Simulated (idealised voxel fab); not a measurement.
The following process module bears the name voxel ribs on slabs.
Cross-section cut: width 155 nm, square cells of 5 nm.
Square cells in a grid make up a cross-section in this document, and the grid is given as bands, listed from the top down, each one or more rows of cells.
Per band: top height and bottom height in nm, followed by the left-to-right materials and their widths in nm; "throughout" marks a single material spanning edge to edge, "blank" marks empty space.
Ref level 0: as-received wafer is one material below here. Bottom band extends down with no lower bound ("z 0 and below").
The width entry "30..40" should be interpreted row by row: the top row of cells in the band takes the first number, the bottom row takes the second number, and the change between adjacent rows is uniform throughout.
When a step is marked "everything unchanged", none of the cells in the cross-section changed during that step.
So "Enclosed internal cavities" is basically the list of trapped voids: any empty space of 8 cells or more that can't reach the top through an opening. They're written width x height at distance, the distance being from the left edge, and it's all nm.
Anything after a step's settings on that line? It's the simulator's own note about the step.
On any step carrying a mask, the "overlay nm" setting, if present on the step's line, tells how far right of its planned place the mask lay; negative values point to the left.
PROCESS STEPS (PLANNED)
1) RECEIVE,material Si
2) DIRECTIONAL_DEP,material SiO2,thk nm 30
3) DIRECTIONAL_DEP,material polySi,thk nm 25
4) PATTERN,tone cover,mask id RIB,material resist,width nm 30,thk nm 15,overlay nm 0
5) DIRECTIONAL_ETCH,etch materials polySi,depth nm 10
6) STRIP,etch materials resist
7) MASKED_ETCH,tone cover,mask id SLAB,width nm 60,etch materials polySi,depth nm 15,overlay nm 0
8) FILL_DEP,material SiO2,thk nm 25
9) CMP,height nm 70
10) DIRECTIONAL_DEP,material W,thk nm 10
11) PATTERN,tone cover,mask id HEATER,material resist,width nm 40,thk nm 15,overlay nm 0
12) DIRECTIONAL_ETCH,etch materials W,depth nm 10
13) STRIP,etch materials resist
14) CONFORMAL_DEP,material SiO2,thk nm 10
THE FIRST WAFER OF TWO, PROCESSED AS PLANNED
CROSS-SECTIONAL VIEW OF THE WAFER IN ITS AS-RECEIVED CONDITION, CORRESPONDING TO THE STATE AFTER STEP 1
* z 0 and below = Si throughout
* Enclosed internal cavities: none
PRESENTED HERE IS A CROSS-SECTION OF THE WAFER AFTER STEP 2 HAS BEEN PERFORMED
* z 30 to 0 = SiO2 throughout
* Lower than 0, everything is as it was.
PRESENTED HERE IS A CROSS-SECTION OF THE WAFER AFTER STEP 3 HAS BEEN PERFORMED
* z 55 to 30 = polySi throughout
* Lower than 30, everything is as it was.
PRESENTED HERE IS A CROSS-SECTION OF THE WAFER AFTER STEP 4 HAS BEEN PERFORMED
* z 70 to 55 = blank (60)  resist (30)  blank (65)
* Lower than 55, everything is as it was.
PRESENTED HERE IS A CROSS-SECTION OF THE WAFER AFTER STEP 5 HAS BEEN PERFORMED
* z 70 to 55 = blank (60)  resist (30)  blank (65)
* z 55 to 45 = blank (60)  polySi (30)  blank (65)
* Lower than 45, everything is as it was.
PRESENTED HERE IS A CROSS-SECTION OF THE WAFER AFTER STEP 6 HAS BEEN PERFORMED
* z 55 to 45 = blank (60)  polySi (30)  blank (65)
* Lower than 45, everything is as it was.
PRESENTED HERE IS A CROSS-SECTION OF THE WAFER AFTER STEP 7 HAS BEEN PERFORMED
* z 55 to 45 = blank (60)  polySi (30)  blank (65)
* z 45 to 30 = blank (45)  polySi (60)  blank (50)
* Lower than 30, everything is as it was.
PRESENTED HERE IS A CROSS-SECTION OF THE WAFER AFTER STEP 8 HAS BEEN PERFORMED
* z 80 to 55 = SiO2 throughout
* z 55 to 45 = SiO2 (60)  polySi (30)  SiO2 (65)
* z 45 to 30 = SiO2 (45)  polySi (60)  SiO2 (50)
* Lower than 30, everything is as it was.
PRESENTED HERE IS A CROSS-SECTION OF THE WAFER AFTER STEP 9 HAS BEEN PERFORMED
* z 70 to 55 = SiO2 throughout
* Lower than 55, everything is as it was.
PRESENTED HERE IS A CROSS-SECTION OF THE WAFER AFTER STEP 10 HAS BEEN PERFORMED
* z 80 to 70 = W throughout
* Lower than 70, everything is as it was.
PRESENTED HERE IS A CROSS-SECTION OF THE WAFER AFTER STEP 11 HAS BEEN PERFORMED
* z 95 to 80 = blank (55)  resist (40)  blank (60)
* Lower than 80, everything is as it was.
PRESENTED HERE IS A CROSS-SECTION OF THE WAFER AFTER STEP 12 HAS BEEN PERFORMED
* z 95 to 80 = blank (55)  resist (40)  blank (60)
* z 80 to 70 = blank (55)  W (40)  blank (60)
* Lower than 70, everything is as it was.
PRESENTED HERE IS A CROSS-SECTION OF THE WAFER AFTER STEP 13 HAS BEEN PERFORMED
* z 80 to 70 = blank (55)  W (40)  blank (60)
* Lower than 70, everything is as it was.
PRESENTED HERE IS A CROSS-SECTION OF THE WAFER AFTER STEP 14 HAS BEEN PERFORMED
* z 90 to 80 = blank (45)  SiO2 (60)  blank (50)
* z 80 to 70 = SiO2 (55)  W (40)  SiO2 (60)
* Lower than 70, everything is as it was.
WAFER TWO OF THE PAIR: SAME ORIGIN, SAME PLAN, ONE ERROR DURING THE RUN; IDENTICAL TO WAFER ONE UP TO AND INCLUDING STEP 1
CROSS-SECTION OF THE SECOND WAFER AT THE TIME BY WHICH STEP 2 SHOULD HAVE BEEN COMPLETED ACCORDING TO THE PLAN
* z 60 to 0 = SiO2 throughout
* Lower than 0, everything is as it was.
CROSS-SECTION OF THE SECOND WAFER AT THE TIME BY WHICH STEP 3 SHOULD HAVE BEEN COMPLETED ACCORDING TO THE PLAN
* z 85 to 60 = polySi throughout
* Lower than 60, everything is as it was.
CROSS-SECTION OF THE SECOND WAFER AT THE TIME BY WHICH STEP 4 SHOULD HAVE BEEN COMPLETED ACCORDING TO THE PLAN
* z 100 to 85 = blank (60)  resist (30)  blank (65)
* Lower than 85, everything is as it was.
CROSS-SECTION OF THE SECOND WAFER AT THE TIME BY WHICH STEP 5 SHOULD HAVE BEEN COMPLETED ACCORDING TO THE PLAN
* z 100 to 85 = blank (60)  resist (30)  blank (65)
* z 85 to 75 = blank (60)  polySi (30)  blank (65)
* Lower than 75, everything is as it was.
CROSS-SECTION OF THE SECOND WAFER AT THE TIME BY WHICH STEP 6 SHOULD HAVE BEEN COMPLETED ACCORDING TO THE PLAN
* z 85 to 75 = blank (60)  polySi (30)  blank (65)
* Lower than 75, everything is as it was.
CROSS-SECTION OF THE SECOND WAFER AT THE TIME BY WHICH STEP 7 SHOULD HAVE BEEN COMPLETED ACCORDING TO THE PLAN
* z 85 to 75 = blank (60)  polySi (30)  blank (65)
* z 75 to 60 = blank (45)  polySi (60)  blank (50)
* Lower than 60, everything is as it was.
CROSS-SECTION OF THE SECOND WAFER AT THE TIME BY WHICH STEP 8 SHOULD HAVE BEEN COMPLETED ACCORDING TO THE PLAN
* z 110 to 85 = SiO2 throughout
* z 85 to 75 = SiO2 (60)  polySi (30)  SiO2 (65)
* z 75 to 60 = SiO2 (45)  polySi (60)  SiO2 (50)
* Lower than 60, everything is as it was.
CROSS-SECTION OF THE SECOND WAFER AT THE TIME BY WHICH STEP 9 SHOULD HAVE BEEN COMPLETED ACCORDING TO THE PLAN
* z 70 to 60 = SiO2 (45)  polySi (60)  SiO2 (50)
* Lower than 60, everything is as it was.
CROSS-SECTION OF THE SECOND WAFER AT THE TIME BY WHICH STEP 10 SHOULD HAVE BEEN COMPLETED ACCORDING TO THE PLAN
* z 80 to 70 = W throughout
* Lower than 70, everything is as it was.
CROSS-SECTION OF THE SECOND WAFER AT THE TIME BY WHICH STEP 11 SHOULD HAVE BEEN COMPLETED ACCORDING TO THE PLAN
* z 95 to 80 = blank (55)  resist (40)  blank (60)
* Lower than 80, everything is as it was.
CROSS-SECTION OF THE SECOND WAFER AT THE TIME BY WHICH STEP 12 SHOULD HAVE BEEN COMPLETED ACCORDING TO THE PLAN
* z 95 to 80 = blank (55)  resist (40)  blank (60)
* z 80 to 70 = blank (55)  W (40)  blank (60)
* Lower than 70, everything is as it was.
CROSS-SECTION OF THE SECOND WAFER AT THE TIME BY WHICH STEP 13 SHOULD HAVE BEEN COMPLETED ACCORDING TO THE PLAN
* z 80 to 70 = blank (55)  W (40)  blank (60)
* Lower than 70, everything is as it was.
CROSS-SECTION OF THE SECOND WAFER AT THE TIME BY WHICH STEP 14 SHOULD HAVE BEEN COMPLETED ACCORDING TO THE PLAN
* z 90 to 80 = blank (45)  SiO2 (60)  blank (50)
* z 80 to 70 = SiO2 (55)  W (40)  SiO2 (60)
* Lower than 70, everything is as it was.
What was the processing mistake? step 2 of the plan was executed twice over
Heads up, by the end the second wafer has more or fewer cells of some materials compared to the first: SiO2 +24, polySi -24
